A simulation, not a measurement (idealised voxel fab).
process module | voxel transistor to metal
cross-section cut | 165 nm wide | cells 5 nm
A cross-section is a grid of square cells, given in bands from the top down. A band is one or more rows of cells.
Each band's line starts with the height of the band's top and of its bottom, in nm. Then come its materials from left to right, each with its width in nm. One material with "throughout" fills the band from edge to edge. "air" is empty space.
Height 0 is the level under which the wafer as received is all one material. The lowest band goes on downwards, as in "0 down".
A width such as "30 to 40" changes by the same amount from each row of cells to the next, from the band's top row to its bottom row.
"no change" after a step means that no cell of the cross-section changed.
closed voids: empty space of 8 cells or more with no open way to the top, each as width x height at its distance from the left edge, in nm
after a step's settings: what the simulator itself notes on the step
overlay nm, on a step with a mask: how far to the right of its planned place the mask lay; to the left if negative
plan
1 op RECEIVE | material Si
2 op CONFORMAL_DEP | material SiO2 | thk nm 5
3 op CONFORMAL_DEP | material SiN | thk nm 15
4 op MASKED_ETCH | tone cover | mask id ACTIVE | width nm 115 | etch materials SiN | depth nm 15 | overlay nm 0
5 op MASKED_ETCH | tone cover | mask id ACTIVE | width nm 115 | etch materials SiO2 | depth nm 5 | overlay nm 0
6 op MASKED_ETCH | tone cover | mask id ACTIVE | width nm 115 | etch materials Si | depth nm 20 | overlay nm 0
7 op FILL_DEP | material SiO2 | thk nm 15
8 op CMP | height nm 20
9 op SELECTIVE_ETCH | etch materials SiO2 | depth nm 5
10 op STRIP | etch materials SiN
11 op SELECTIVE_ETCH | etch materials SiO2 | depth nm 5
12 op OXIDIZE | depth nm 5
13 op DIRECTIONAL_DEP | material polySi | thk nm 25
14 op DIRECTIONAL_DEP | material SiCN | thk nm 10
15 op MASKED_ETCH | tone cover | mask id GATE | width nm 15 | etch materials SiCN | depth nm 20 | overlay nm 0
16 op MASKED_ETCH | tone cover | mask id GATE | width nm 15 | etch materials polySi | depth nm 35 | overlay nm 0
17 op CONFORMAL_DEP | material SiO2 | thk nm 5
18 op DIRECTIONAL_ETCH | etch materials SiO2 | depth nm 5
19 op CONFORMAL_DEP | material SiN | thk nm 10
20 op DIRECTIONAL_ETCH | etch materials SiN | depth nm 10
21 op DIRECTIONAL_ETCH | etch materials SiO2 | depth nm 5
22 op DIRECTIONAL_ETCH | etch materials Si | depth nm 5
23 op EPI | material nSi | thk nm 10
24 op FILL_DEP | material SiO2 | thk nm 10
25 op CMP | height nm 35
26 op DIRECTIONAL_DEP | material SiO2 | thk nm 15
27 op PATTERN | tone open | mask id CONTACT | material resist | width nm 20 | pitch nm 75 | thk nm 20 | overlay nm 0
28 op DIRECTIONAL_ETCH | etch materials SiO2 | depth nm 50
29 op STRIP | etch materials resist
30 op CONFORMAL_DEP | material TiN | thk nm 5
31 op FILL_DEP | material Ru | thk nm 10
32 op CMP | height nm 50
33 op CONFORMAL_DEP | material SiN | thk nm 5
34 op DIRECTIONAL_DEP | material lowk | thk nm 15
35 op PATTERN | tone open | mask id METAL_1 | material resist | width nm 20 | pitch nm 75 | thk nm 15 | overlay nm 0
36 op DIRECTIONAL_ETCH | etch materials lowk | depth nm 15
37 op DIRECTIONAL_ETCH | etch materials SiN | depth nm 5
38 op STRIP | etch materials resist
39 op CONFORMAL_DEP | material TiN | thk nm 5
40 op FILL_DEP | material Ru | thk nm 5
41 op CMP | height nm 70
42 op CONFORMAL_DEP | material SiCN | thk nm 5
43 op DIRECTIONAL_DEP | material lowk | thk nm 25
44 op MASKED_ETCH | tone open | mask id METAL_2_HOLES | width nm 15 | pitch nm 75 | etch materials lowk | depth nm 25 | overlay nm 0
45 op DIRECTIONAL_DEP | material aC | thk nm 10
46 op PATTERN | tone open | mask id METAL_2 | material resist | width nm 20 | pitch nm 75 | thk nm 25 | overlay nm -15
47 op DIRECTIONAL_ETCH | etch materials aC | depth nm 10
48 op STRIP | etch materials resist
49 op DIRECTIONAL_ETCH | etch materials lowk | depth nm 15
50 op DIRECTIONAL_ETCH | etch materials SiCN | depth nm 5
51 op STRIP | etch materials aC
52 op CONFORMAL_DEP | material TiN | thk nm 5
53 op FILL_DEP | material Ru | thk nm 10
54 op CMP | height nm 100
55 op CONFORMAL_DEP | material SiCN | thk nm 5
varied across the wafers: overlay nm of step 46. The plan shows the first wafer's value. All wafers start alike
first wafer as received, after step 1
  0 down: Si throughout
  closed voids: none
first wafer at the end, after step 55
  105 to 100: SiCN throughout
  100 to 90: lowk 20 | TiN 5 | Ru 20 | TiN 5 | lowk 45 | TiN 5 | Ru 20 | TiN 5 | lowk 40
  90 to 80: lowk 20 to 35 | TiN 20 to 5 | Ru 5 | TiN 5 | lowk 45 to 60 | TiN 20 to 5 | Ru 5 | TiN 5 | lowk 40
  80 to 75: lowk 35 | TiN 15 | lowk 60 | TiN 15 | lowk 40
  75 to 70: SiCN 35 | TiN 5 | SiCN 70 | TiN 5 | SiCN 50
  70 to 55: lowk 35 | TiN 5 | Ru 10 | TiN 5 | lowk 55 | TiN 5 | Ru 10 | TiN 5 | lowk 35
  55 to 50: SiN 35 | TiN 20 | SiN 55 | TiN 20 | SiN 35
  50 to 35: SiO2 35 | TiN 5 | Ru 10 | TiN 5 | SiO2 55 | TiN 5 | Ru 10 | TiN 5 | SiO2 35
  35 to 25: SiO2 35 | TiN 5 | Ru 10 | TiN 5 | SiO2 5 | SiN 10 | SiO2 5 | SiCN 15 | SiO2 5 | SiN 10 | SiO2 5 | TiN 5 | Ru 10 | TiN 5 | SiO2 35
  25 to 10: SiO2 35 | TiN 5 | Ru 10 | TiN 5 | SiO2 5 | SiN 10 | SiO2 5 | polySi 15 | SiO2 5 | SiN 10 | SiO2 5 | TiN 5 | Ru 10 | TiN 5 | SiO2 35
  10 to 5: SiO2 25 | SiN 10 | TiN 20 | SiO2 5 | SiN 10 | SiO2 5 | polySi 15 | SiO2 5 | SiN 10 | SiO2 5 | TiN 20 | SiN 10 | SiO2 25
  5 to 0: SiO2 25 | SiN 10 | nSi 10 | TiN 5 | nSi 10 | SiN 10 | SiO2 5 | polySi 15 | SiO2 5 | SiN 10 | nSi 10 | TiN 5 | nSi 10 | SiN 10 | SiO2 25
  0 to -5: SiO2 35 | nSi 25 | SiO2 45 | nSi 25 | SiO2 35
  -5 to -10: SiO2 25 | Si 10 | nSi 25 | Si 45 | nSi 25 | Si 10 | SiO2 25
  -10 to -20: SiO2 25 | Si 115 | SiO2 25
  -20 down: Si throughout
  closed voids: none
last wafer at the end
  105 to 100: SiCN throughout
  100 to 90: lowk 35 | TiN 5 | Ru 25 | TiN 5 | lowk 40 | TiN 5 | Ru 25 | TiN 5 | lowk 20
  90 to 80: lowk 35 | TiN 5 | Ru 5 | TiN 25 to 5 | lowk 40 to 60 | TiN 5 | Ru 5 | TiN 25 to 5 | lowk 20 to 40
  80 to 75: lowk 35 | TiN 15 | lowk 60 | TiN 15 | lowk 40
  75 to 70: SiCN throughout
  70 to 55: lowk 35 | TiN 5 | Ru 10 | TiN 5 | lowk 55 | TiN 5 | Ru 10 | TiN 5 | lowk 35
  55 to 50: SiN 35 | TiN 20 | SiN 55 | TiN 20 | SiN 35
  50 to 35: SiO2 35 | TiN 5 | Ru 10 | TiN 5 | SiO2 55 | TiN 5 | Ru 10 | TiN 5 | SiO2 35
  35 to 25: SiO2 35 | TiN 5 | Ru 10 | TiN 5 | SiO2 5 | SiN 10 | SiO2 5 | SiCN 15 | SiO2 5 | SiN 10 | SiO2 5 | TiN 5 | Ru 10 | TiN 5 | SiO2 35
  25 to 10: SiO2 35 | TiN 5 | Ru 10 | TiN 5 | SiO2 5 | SiN 10 | SiO2 5 | polySi 15 | SiO2 5 | SiN 10 | SiO2 5 | TiN 5 | Ru 10 | TiN 5 | SiO2 35
  10 to 5: SiO2 25 | SiN 10 | TiN 20 | SiO2 5 | SiN 10 | SiO2 5 | polySi 15 | SiO2 5 | SiN 10 | SiO2 5 | TiN 20 | SiN 10 | SiO2 25
  5 to 0: SiO2 25 | SiN 10 | nSi 10 | TiN 5 | nSi 10 | SiN 10 | SiO2 5 | polySi 15 | SiO2 5 | SiN 10 | nSi 10 | TiN 5 | nSi 10 | SiN 10 | SiO2 25
  0 to -5: SiO2 35 | nSi 25 | SiO2 45 | nSi 25 | SiO2 35
  -5 to -10: SiO2 25 | Si 10 | nSi 25 | Si 45 | nSi 25 | Si 10 | SiO2 25
  -10 to -20: SiO2 25 | Si 115 | SiO2 25
  -20 down: Si throughout
  closed voids: none
each wafer at the end: cells of each material gained (+) or lost (-) since it was received, then its closed voids
overlay nm -15 | +64 Ru | -73 Si | +70 SiCN | +61 SiN | +244 SiO2 | +92 TiN | +192 lowk | +28 nSi | +15 polySi | closed voids: none
overlay nm -10 | +60 Ru | -73 Si | +68 SiCN | +61 SiN | +244 SiO2 | +92 TiN | +198 lowk | +28 nSi | +15 polySi | closed voids: none
overlay nm -5 | +58 Ru | -73 Si | +66 SiCN | +61 SiN | +244 SiO2 | +90 TiN | +204 lowk | +28 nSi | +15 polySi | closed voids: none
overlay nm 0 | +58 Ru | -73 Si | +66 SiCN | +61 SiN | +244 SiO2 | +90 TiN | +204 lowk | +28 nSi | +15 polySi | closed voids: none
overlay nm 5 | +60 Ru | -73 Si | +68 SiCN | +61 SiN | +244 SiO2 | +92 TiN | +198 lowk | +28 nSi | +15 polySi | closed voids: none
overlay nm 10 | +64 Ru | -73 Si | +70 SiCN | +61 SiN | +244 SiO2 | +92 TiN | +192 lowk | +28 nSi | +15 polySi | closed voids: none
overlay nm 15 | +68 Ru | -73 Si | +72 SiCN | +61 SiN | +244 SiO2 | +92 TiN | +186 lowk | +28 nSi | +15 polySi | closed voids: none
